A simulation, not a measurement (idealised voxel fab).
This is a process module. Its name is voxel transistor to metal.
Displayed cross-section: cut, width of 185 nm, square cells sized 5 nm.
Bands, listed from the top down, are how a cross-section gets written in this document; the cross-section itself is a grid of square cells, and a band is one or more rows of them.
What a band's entry tells you: where the top is and where the bottom is, as heights in nm, and after that what lies inside, material by material from left to right, each with its width in nm. Empty space is written as the word "air", and a single material marked with the word "edge to edge" occupies the band from edge to edge.
Below 0: as-received wafer, all one material; heights counted from there. Lowest band: no bottom, goes on down, written "from 0 down".
Quick explanation for "30->40": the width changes in equal steps down the rows of cells, from the first number in the band's top row to the second number in its bottom row.
Reading "no change" for a step: not a cell of the cross-section changed in it.
"Closed cavities" - sealed voids, min. 8 cells, no opening to top; format: width x height at distance (distance from left edge; nm throughout).
Step line, after settings: the simulator's comment on this step.
overlay nm: mask offset rightward from planned place, masked step; negative means leftward offset.

### The following list gives the planned process steps
| 1 | RECEIVE,material Si |
| 2 | CONFORMAL_DEP,material SiO2,thk nm 5 |
| 3 | CONFORMAL_DEP,material SiN,thk nm 10 |
| 4 | MASKED_ETCH,tone cover,mask id ACTIVE,width nm 85,etch materials SiN,depth nm 10,overlay nm 0 |
| 5 | MASKED_ETCH,tone cover,mask id ACTIVE,width nm 95,etch materials SiO2,depth nm 5,overlay nm 0 |
| 6 | MASKED_ETCH,tone cover,mask id ACTIVE,width nm 95,etch materials Si,depth nm 30,overlay nm 0 |
| 7 | FILL_DEP,material SiO2,thk nm 10 |
| 8 | CMP,height nm 15 |
| 9 | SELECTIVE_ETCH,etch materials SiO2,depth nm 5 |
| 10 | STRIP,etch materials SiN |
| 11 | SELECTIVE_ETCH,etch materials SiO2,depth nm 5 |
| 12 | OXIDIZE,depth nm 5 |
| 13 | DIRECTIONAL_DEP,material polySi,thk nm 30 |
| 14 | DIRECTIONAL_DEP,material SiCN,thk nm 10 |
| 15 | MASKED_ETCH,tone cover,mask id GATE,width nm 15,etch materials SiCN,depth nm 20,overlay nm 0 |
| 16 | MASKED_ETCH,tone cover,mask id GATE,width nm 15,etch materials polySi,depth nm 40,overlay nm 0 |
| 17 | CONFORMAL_DEP,material SiN,thk nm 10 |
| 18 | DIRECTIONAL_ETCH,etch materials SiN,depth nm 10 |
| 19 | DIRECTIONAL_ETCH,etch materials SiO2,depth nm 5 |
| 20 | DIRECTIONAL_ETCH,etch materials Si,depth nm 10 |
| 21 | EPI,material nSi,thk nm 10 |
| 22 | FILL_DEP,material SiO2,thk nm 10 |
| 23 | CMP,height nm 40 |
| 24 | DIRECTIONAL_DEP,material SiO2,thk nm 10 |
| 25 | PATTERN,tone open,mask id CONTACT,material resist,width nm 30,pitch nm 55,thk nm 20,overlay nm 0 |
| 26 | DIRECTIONAL_ETCH,etch materials SiO2,depth nm 55 |
| 27 | STRIP,etch materials resist |
| 28 | CONFORMAL_DEP,material TiN,thk nm 5 |
| 29 | FILL_DEP,material Ru,thk nm 5 |
| 30 | CMP,height nm 50 |
| 31 | DIRECTIONAL_DEP,material TiN,thk nm 5 |
| 32 | DIRECTIONAL_DEP,material W,thk nm 15 |
| 33 | PATTERN,tone cover,mask id METAL_1,material resist,width nm 20,pitch nm 65,thk nm 20,overlay nm 0 |
| 34 | DIRECTIONAL_ETCH,etch materials W,depth nm 15 |
| 35 | DIRECTIONAL_ETCH,etch materials TiN,depth nm 5 |
| 36 | STRIP,etch materials resist |
| 37 | CONFORMAL_DEP,material SiCN,thk nm 5 |
| 38 | FILL_DEP,material SiO2,thk nm 5 |
| 39 | CMP,height nm 70 |
| 40 | CONFORMAL_DEP,material SiN,thk nm 5 |
Wafer-to-wafer difference: width nm, step 4. Common start. Plan = first wafer's value.

### Cross-section of the first incoming wafer of several, state after step 1
	from 0 down | Si edge to edge
	Closed cavities: none

### Rows = wafers. At module end, each row lists per material the cells gained (+) or lost (-) since the wafer was received, then the closed voids
width nm 85 | +50 Ru | -143 Si | +47 SiCN | +73 SiN | +402 SiO2 | +52 TiN | +24 W | +32 nSi | +18 polySi | Closed cavities: none
width nm 90 | +50 Ru | -145 Si | +47 SiCN | +73 SiN | +400 SiO2 | +54 TiN | +24 W | +34 nSi | +18 polySi | Closed cavities: none
width nm 95 | +50 Ru | -147 Si | +47 SiCN | +73 SiN | +398 SiO2 | +56 TiN | +24 W | +36 nSi | +18 polySi | Closed cavities: none
width nm 100 | +50 Ru | -144 Si | +47 SiCN | +73 SiN | +391 SiO2 | +58 TiN | +24 W | +38 nSi | +18 polySi | Closed cavities: none
width nm 105 | +50 Ru | -141 Si | +47 SiCN | +73 SiN | +384 SiO2 | +60 TiN | +24 W | +40 nSi | +18 polySi | Closed cavities: none
width nm 110 | +52 Ru | -138 Si | +47 SiCN | +73 SiN | +377 SiO2 | +60 TiN | +24 W | +42 nSi | +18 polySi | Closed cavities: none
